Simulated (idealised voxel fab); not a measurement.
A process module follows: voxel self aligned vias.
In the cross-section labelled cut, the width is 185 nm and each square cell is 5 nm.
If you're reading a cross-section in this doc, picture square cells in a grid; it comes to you as bands, top ones listed first down to the bottom, and a band can be one or more rows of cells.
This entry defines a band. It first specifies the height of the band's top and the height of its bottom in nm, and then specifies the band's materials from left to right, stating each material with its width in nm. The word "edge to edge" identifies a single material that fills the band from edge to edge, while the word "air" identifies empty space.
Below 0: as-received wafer, all one material; heights counted from there. Lowest band: no bottom, goes on down, written "0 nm and below".
You'd read "30..40" like this: the band's top row of cells is as wide as the first number, its bottom row is as wide as the second, and going down, every row changes width by the same amount as the row before did.
Reading "no alterations made" for a step: not a cell of the cross-section changed in it.
"Tabulated closed voids" enumerates empty spaces isolated from the top, with no open way to it, that contain at least 8 cells, giving each as width x height at distance from the left edge, all three in nm.
Text after the settings on a step's line: the simulator's own remark on that step.
Among the settings permitted on a step's line is "overlay nm"; applied to a step with a mask, it specifies the extent to which the mask lay to the right of its planned position, whereas a negative figure signifies a position to the left.
THE PLANNED PROCESS STEPS ARE ENUMERATED HEREUNDER
step 1: RECEIVE (material Si)
step 2: CONFORMAL_DEP (material SiO2; thk nm 10)
step 3: CONFORMAL_DEP (material SiCN; thk nm 5)
step 4: DIRECTIONAL_DEP (material SiO2; thk nm 30)
step 5: PATTERN (tone open; mask id LINES; material resist; width nm 20; pitch nm 55; thk nm 15; overlay nm 0)
step 6: DIRECTIONAL_ETCH (etch materials SiO2; depth nm 30)
step 7: STRIP (etch materials resist)
step 8: CONFORMAL_DEP (material TiN; thk nm 5)
step 9: FILL_DEP (material Ru; thk nm 10)
step 10: CMP (height nm 45)
step 11: SELECTIVE_ETCH (etch materials W Ru TiN; depth nm 5)
step 12: FILL_DEP (material SiN; thk nm 10)
step 13: CMP (height nm 45)
step 14: DIRECTIONAL_DEP (material SiO2; thk nm 15)
step 15: PATTERN (tone open; mask id VIAS; material resist; width nm 30; pitch nm 55; thk nm 20; overlay nm 0)
step 16: DIRECTIONAL_ETCH (etch materials SiO2; depth nm 15)
step 17: DIRECTIONAL_ETCH (etch materials SiN; depth nm 5)
step 18: STRIP (etch materials resist)
step 19: CONFORMAL_DEP (material TiN; thk nm 5)
step 20: FILL_DEP (material Cu; thk nm 10)
step 21: CMP (height nm 60)
step 22: CONFORMAL_DEP (material SiN; thk nm 5)
WAFER CROSS-SECTION ON RECEIPT, I.E. AFTER STEP 1
- 0 nm and below = Si edge to edge
- Tabulated closed voids: none
THE FOLLOWING CROSS-SECTION DEPICTS THE WAFER UPON CONCLUSION OF THE MODULE. PROCESSING COMMENCED FROM THE STARTING CONDITION ILLUSTRATED ABOVE AND ADHERED TO THE PLAN ILLUSTRATED ABOVE, SAVE FOR ONE MISTAKE IN EXECUTION
- 65 nm to 60 nm = SiN edge to edge
- 60 nm to 50 nm = 50 nm SiO2, then 5 nm TiN, then 20 nm Cu, then 5 nm TiN, then 25 nm SiO2, then 5 nm TiN, then 20 nm Cu, then 5 nm TiN, then 50 nm SiO2
- 50 nm to 45 nm = 50 nm SiO2, then 30 nm TiN, then 25 nm SiO2, then 30 nm TiN, then 50 nm SiO2
- 45 nm to 40 nm = 50 nm SiN, then 5 nm TiN, then 20 nm SiO2, then 5 nm TiN, then 25 nm SiN, then 5 nm TiN, then 20 nm SiO2, then 5 nm TiN, then 50 nm SiN
- 40 nm to 20 nm = 50 nm Ru, then 5 nm TiN, then 20 nm SiO2, then 5 nm TiN, then 25 nm Ru, then 5 nm TiN, then 20 nm SiO2, then 5 nm TiN, then 50 nm Ru
- 20 nm to 15 nm = 55 nm TiN, then 20 nm SiO2, then 35 nm TiN, then 20 nm SiO2, then 55 nm TiN
- 15 nm to 10 nm = SiCN edge to edge
- 10 nm to 0 nm = SiO2 edge to edge
- 0 nm and below = Si edge to edge
- Tabulated closed voids: none
Nonconformance to the process plan: step 5 off recipe, ran as PATTERN (tone cover; mask id LINES; material resist; width nm 20; pitch nm 55; thk nm 15; overlay nm 0)
